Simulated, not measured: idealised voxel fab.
The process module presented herein is designated voxel released beams.
Square cells of 5 nm make up the cross-section cut, whose width is 195 nm.
Format of a cross-section: grid, square cells. Given as bands. Order: top down. Band: one or more rows of cells.
The entry gives the band's vertical extent as a top height and a bottom height in nm, then its horizontal make-up as materials from left to right, each with a width in nm. "air" stands for empty space; a single material marked "everywhere" fills the band edge to edge.
Heights from 0 (as-received wafer is one material below). Bottom band endless downward, as "0 and below".
So if you see something like "30..40" for the width, read it as the top row of the band sitting at the first number and the bottom row at the second, with every row in between moving by the same amount as the last.
Reading "identical to before" for a step: not a cell of the cross-section changed in it.
In "Sealed voids" the enclosed voids are listed, meaning empty spaces of 8 cells or larger without any opening to the top. The form is width x height at distance, distance from the left edge, units nm.
On each step's line, the part that comes after the settings is the simulator's own comment on the step.
overlay nm: step with mask; distance mask lay right of planned place; negative value = left of planned place.

**The following list gives the planned process steps**
step 1: RECEIVE, material Si
step 2: CONFORMAL_DEP, material Al2O3, thk nm 10
step 3: DIRECTIONAL_DEP, material SiO2, thk nm 15
step 4: DIRECTIONAL_DEP, material aC, thk nm 10
step 5: PATTERN, tone open, mask id ANCHOR, material resist, width nm 40, thk nm 30, overlay nm 0
step 6: DIRECTIONAL_ETCH, etch materials aC, depth nm 10
step 7: STRIP, etch materials resist
step 8: DIRECTIONAL_ETCH, etch materials SiO2, depth nm 15
step 9: STRIP, etch materials aC
step 10: CONFORMAL_DEP, material SiN, thk nm 15
step 11: MASKED_ETCH, tone cover, mask id BEAM, width nm 85, etch materials SiN, depth nm 15, overlay nm 0
step 12: STRIP, etch materials SiO2

**The first of a set of two wafers, run to plan**

**Cross-section of the wafer at receipt, which is the condition after step 1**
- 0 and below | Si everywhere
- Sealed voids: none

**Presented here is a cross-section of the wafer after step 2 has been performed**
- 10 down to 0 | Al2O3 everywhere
- Under the height 0 nothing was changed.

**Presented here is a cross-section of the wafer after step 3 has been performed**
- 25 down to 10 | SiO2 everywhere
- Under the height 10 nothing was changed.

**Presented here is a cross-section of the wafer after step 4 has been performed**
- 35 down to 25 | aC everywhere
- Under the height 25 nothing was changed.

**Presented here is a cross-section of the wafer after step 5 has been performed**
- 65 down to 35 | 55 nm resist, then 40 nm air, then 100 nm resist
- Under the height 35 nothing was changed.

**Presented here is a cross-section of the wafer after step 6 has been performed**
- 55 down to 35 | 55 nm resist, then 40 nm air, then 100 nm resist
- 35 down to 25 | 55 nm aC, then 40 nm air, then 100 nm aC
- Under the height 25 nothing was changed.

**Presented here is a cross-section of the wafer after step 7 has been performed**
- 35 down to 25 | 55 nm aC, then 40 nm air, then 100 nm aC
- Under the height 25 nothing was changed.

**Presented here is a cross-section of the wafer after step 8 has been performed**
- 35 down to 25 | 55 nm aC, then 40 nm air, then 100 nm aC
- 25 down to 10 | 55 nm SiO2, then 40 nm air, then 100 nm SiO2
- Under the height 10 nothing was changed.

**Presented here is a cross-section of the wafer after step 9 has been performed**
- 25 down to 10 | 55 nm SiO2, then 40 nm air, then 100 nm SiO2
- Under the height 10 nothing was changed.

**Presented here is a cross-section of the wafer after step 10 has been performed**
- 40 down to 25 | 70 nm SiN, then 10 nm air, then 115 nm SiN
- 25 down to 10 | 55 nm SiO2, then 40 nm SiN, then 100 nm SiO2
- Under the height 10 nothing was changed.

**Presented here is a cross-section of the wafer after step 11 has been performed**
- 40 down to 25 | 50 nm air, then 20 nm SiN, then 10 nm air, then 55 nm SiN, then 60 nm air
- Under the height 25 nothing was changed.

**Presented here is a cross-section of the wafer after step 12 has been performed**
- 40 down to 25 | 50 nm air, then 20 nm SiN, then 10 nm air, then 55 nm SiN, then 60 nm air
- 25 down to 10 | 55 nm air, then 40 nm SiN, then 100 nm air
- Under the height 10 nothing was changed.

**Regarding the second of the two wafers: it shared the first wafer's starting condition and process plan, yet one error occurred during its execution. Its history coincides with that of the first wafer up to and including step 1**

**Cross-section of the second wafer when, according to plan, step 2 should have finished**
- 15 down to 0 | SiO2 everywhere
- Under the height 0 nothing was changed.

**Cross-section of the second wafer when, according to plan, step 3 should have finished**
- 25 down to 15 | Al2O3 everywhere
- Under the height 15 nothing was changed.

**Cross-section of the second wafer when, according to plan, step 4 should have finished**
- 35 down to 25 | aC everywhere
- Under the height 25 nothing was changed.

**Cross-section of the second wafer when, according to plan, step 5 should have finished**
- 65 down to 35 | 55 nm resist, then 40 nm air, then 100 nm resist
- Under the height 35 nothing was changed.

**Cross-section of the second wafer when, according to plan, step 6 should have finished**
- 55 down to 35 | 55 nm resist, then 40 nm air, then 100 nm resist
- 35 down to 25 | 55 nm aC, then 40 nm air, then 100 nm aC
- Under the height 25 nothing was changed.

**Cross-section of the second wafer when, according to plan, step 7 should have finished**
- 35 down to 25 | 55 nm aC, then 40 nm air, then 100 nm aC
- Under the height 25 nothing was changed.

Cross-section of the second wafer when, according to plan, step 8 should have finished: identical to before

**Cross-section of the second wafer when, according to plan, step 9 should have finished**
- 25 down to 15 | Al2O3 everywhere
- Under the height 15 nothing was changed.

**Cross-section of the second wafer when, according to plan, step 10 should have finished**
- 40 down to 25 | SiN everywhere
- Under the height 25 nothing was changed.

**Cross-section of the second wafer when, according to plan, step 11 should have finished**
- 40 down to 25 | 50 nm air, then 85 nm SiN, then 60 nm air
- Under the height 25 nothing was changed.

Cross-section of the second wafer when, according to plan, step 12 should have finished: identical to before
The mistake made against the process plan was this: order of steps 2 and 3 inverted relative to the plan
Final difference in cells, second wafer against first, listed per material as more or fewer: SiN -18 | SiO2 +117
